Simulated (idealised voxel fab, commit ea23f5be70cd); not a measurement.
process module | voxel trench capacitor
cross-section cut | 230 nm wide | cells 5 nm
A cross-section is a grid of square cells, given in bands from the top down. A band is one or more rows of cells.
Each band's line starts with the height of the band's top and of its bottom, in nm. Then come its materials from left to right, each with its width in nm. One material with "throughout" fills the band from edge to edge. "air" is empty space.
Height 0 is the level under which the wafer as received is all one material. The lowest band goes on downwards, as in "0 down".
A width such as "30 to 40" changes by the same amount from each row of cells to the next, from the band's top row to its bottom row.
"no change" after a step means that no cell of the cross-section changed.
closed voids: empty space of 8 cells or more with no open way to the top, each as width x height at its distance from the left edge, in nm
after a step's settings: what the simulator itself notes on the step
overlay nm, on a step with a mask: how far to the right of its planned place the mask lay; to the left if negative
plan
1 op RECEIVE | material Si
2 op CONFORMAL_DEP | material SiN | thk nm 5
3 op DIRECTIONAL_DEP | material aC | thk nm 15
4 op PATTERN | tone open | mask id TRENCH | material resist | width nm 20 | pitch nm 40 | thk nm 30 | overlay nm 0
5 op DIRECTIONAL_ETCH | etch materials aC | depth nm 15
6 op STRIP | etch materials resist
7 op DIRECTIONAL_ETCH | etch materials SiN | depth nm 5
8 op DIRECTIONAL_ETCH | etch materials Si | depth nm 25
9 op STRIP | etch materials aC
10 op CONFORMAL_DEP | material SiO2 | thk nm 5
11 op FILL_DEP | material polySi | thk nm 10
12 op CMP | height nm 5
as received, after step 1
  0 down: Si throughout
  closed voids: none
first wafer at the end, as planned
  5 to 0: SiN 85 | SiO2 5 | polySi 10 | SiO2 5 | SiN 20 | SiO2 5 | polySi 10 | SiO2 5 | SiN 85
  0 to -20: Si 85 | SiO2 5 | polySi 10 | SiO2 5 | Si 20 | SiO2 5 | polySi 10 | SiO2 5 | Si 85
  -20 to -25: Si 85 | SiO2 20 | Si 20 | SiO2 20 | Si 85
  -25 down: Si throughout
  closed voids: none
second wafer at the end: like start, like plan, one mistake
  5 to 0: SiN 90 | polySi 10 | SiN 30 | polySi 10 | SiN 90
  0 to -20: Si 85 | SiN 5 | polySi 10 | SiN 5 | Si 20 | SiN 5 | polySi 10 | SiN 5 | Si 85
  -20 to -25: Si 85 | SiN 20 | Si 20 | SiN 20 | Si 85
  -25 down: Si throughout
  closed voids: none
what went wrong: step 10 ran as: op CONFORMAL_DEP | material SiN | thk nm 5
at the end the second wafer has, in cells: 28 more of SiN | 28 fewer of SiO2
